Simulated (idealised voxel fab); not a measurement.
process module | voxel self aligned contacts
cross-section cut | 240 nm wide | cells 5 nm
A cross-section is a grid of square cells, given in bands from the top down. A band is one or more rows of cells.
Each band's line starts with the height of the band's top and of its bottom, in nm. Then come its materials from left to right, each with its width in nm. One material with "throughout" fills the band from edge to edge. "air" is empty space.
Height 0 is the level under which the wafer as received is all one material. The lowest band goes on downwards, as in "0 down".
A width such as "30 to 40" changes by the same amount from each row of cells to the next, from the band's top row to its bottom row.
"no change" after a step means that no cell of the cross-section changed.
closed voids: empty space of 8 cells or more with no open way to the top, each as width x height at its distance from the left edge, in nm
after a step's settings: what the simulator itself notes on the step
overlay nm, on a step with a mask: how far to the right of its planned place the mask lay; to the left if negative
plan
1 op RECEIVE | material Si
2 op OXIDIZE | depth nm 5
3 op DIRECTIONAL_DEP | material polySi | thk nm 30
4 op DIRECTIONAL_DEP | material SiN | thk nm 20
5 op DIRECTIONAL_DEP | material aC | thk nm 10
6 op PATTERN | tone cover | mask id GATE | material resist | width nm 15 | pitch nm 65 | thk nm 30 | overlay nm 0
7 op DIRECTIONAL_ETCH | etch materials aC | depth nm 10
8 op STRIP | etch materials resist
9 op DIRECTIONAL_ETCH | etch materials SiN | depth nm 20
10 op DIRECTIONAL_ETCH | etch materials polySi | depth nm 30
11 op STRIP | etch materials aC
12 op CONFORMAL_DEP | material SiN | thk nm 10
13 op DIRECTIONAL_ETCH | etch materials SiN | depth nm 10
14 op FILL_DEP | material SiO2 | thk nm 15
15 op CMP | height nm 60
16 op DIRECTIONAL_DEP | material aC | thk nm 10
17 op PATTERN | tone open | mask id CONTACT | material resist | width nm 50 | thk nm 25 | overlay nm 0
18 op DIRECTIONAL_ETCH | etch materials aC | depth nm 10
19 op STRIP | etch materials resist
20 op DIRECTIONAL_ETCH | etch materials SiO2 | depth nm 65
21 op STRIP | etch materials aC
22 op CONFORMAL_DEP | material TiN | thk nm 5
23 op FILL_DEP | material W | thk nm 5
24 op CMP | height nm 60
25 op CONFORMAL_DEP | material SiN | thk nm 5
varied across the wafers: width nm of step 6. The plan shows the first wafer's value. All wafers start alike
first wafer as received, after step 1
  0 down: Si throughout
  closed voids: none
first wafer at the end, after step 25
  65 to 60: SiN throughout
  60 to 50: SiO2 95 | TiN 5 to 15 | W 40 to 20 | TiN 5 to 15 | SiO2 95
  50 to 30: SiO2 70 | SiN 35 | TiN 5 | W 20 | TiN 5 | SiN 35 | SiO2 70
  30 to 0: SiO2 70 | SiN 10 | polySi 15 | SiN 10 | TiN 5 | W 20 | TiN 5 | SiN 10 | polySi 15 | SiN 10 | SiO2 70
  0 to -5: SiO2 105 | TiN 30 | SiO2 105
  -5 down: Si throughout
  closed voids: none
last wafer at the end
  65 to 60: SiN throughout
  60 to 55: SiO2 95 | TiN 5 | W 40 | TiN 5 | SiO2 95
  55 to 50: SiO2 95 | TiN 50 | SiO2 95
  50 to 30: SiO2 60 | SiN 60 | TiN 5 | SiN 60 | SiO2 55
  30 to 0: SiO2 60 | SiN 10 | polySi 40 | SiN 10 | TiN 5 | SiN 10 | polySi 40 | SiN 10 | SiO2 55
  0 to -5: SiO2 120 | TiN 5 | SiO2 115
  -5 down: Si throughout
  closed voids: none
each wafer at the end: cells of each material gained (+) or lost (-) since it was received, then its closed voids
width nm 15 | -48 Si | +152 SiN | +398 SiO2 | +34 TiN | +52 W | +36 polySi | closed voids: none
width nm 20 | -48 Si | +160 SiN | +389 SiO2 | +34 TiN | +41 W | +48 polySi | closed voids: none
width nm 25 | -48 Si | +168 SiN | +380 SiO2 | +34 TiN | +30 W | +60 polySi | closed voids: none
width nm 30 | -48 Si | +176 SiN | +371 SiO2 | +34 TiN | +19 W | +72 polySi | closed voids: none
width nm 35 | -48 Si | +184 SiN | +362 SiO2 | +34 TiN | +8 W | +84 polySi | closed voids: none
width nm 40 | -48 Si | +192 SiN | +353 SiO2 | +23 TiN | +8 W | +96 polySi | closed voids: none
